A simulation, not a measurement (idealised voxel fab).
process module | voxel local oxidation
cross-section cut | 140 nm wide | cells 5 nm
A cross-section is a grid of square cells, given in bands from the top down. A band is one or more rows of cells.
Each band's line starts with the height of the band's top and of its bottom, in nm. Then come its materials from left to right, each with its width in nm. One material with "throughout" fills the band from edge to edge. "air" is empty space.
Height 0 is the level under which the wafer as received is all one material. The lowest band goes on downwards, as in "0 down".
A width such as "30 to 40" changes by the same amount from each row of cells to the next, from the band's top row to its bottom row.
"no change" after a step means that no cell of the cross-section changed.
closed voids: empty space of 8 cells or more with no open way to the top, each as width x height at its distance from the left edge, in nm
after a step's settings: what the simulator itself notes on the step
overlay nm, on a step with a mask: how far to the right of its planned place the mask lay; to the left if negative
plan
1 op RECEIVE | material Si
2 op OXIDIZE | depth nm 5
3 op CONFORMAL_DEP | material SiN | thk nm 10
4 op PATTERN | tone cover | mask id ACTIVE | material resist | width nm 95 | thk nm 15 | overlay nm 0
5 op DIRECTIONAL_ETCH | etch materials SiN | depth nm 10
6 op STRIP | etch materials resist
7 op SELECTIVE_ETCH | etch materials SiO2 | depth nm 5
8 op OXIDIZE | depth nm 10
9 op STRIP | etch materials SiN
as received, after step 1
  0 down: Si throughout
  closed voids: none
a wafer at the end: this start, this plan, one mistake
  0 to -5: SiO2 15 | air 105 | SiO2 20
  -5 to -15: Si 5 | SiO2 125 | Si 10
  -15 down: Si throughout
  closed voids: none
what went wrong: step 4 ran as: op PATTERN | tone open | mask id ACTIVE | material resist | width nm 95 | thk nm 15 | overlay nm 0
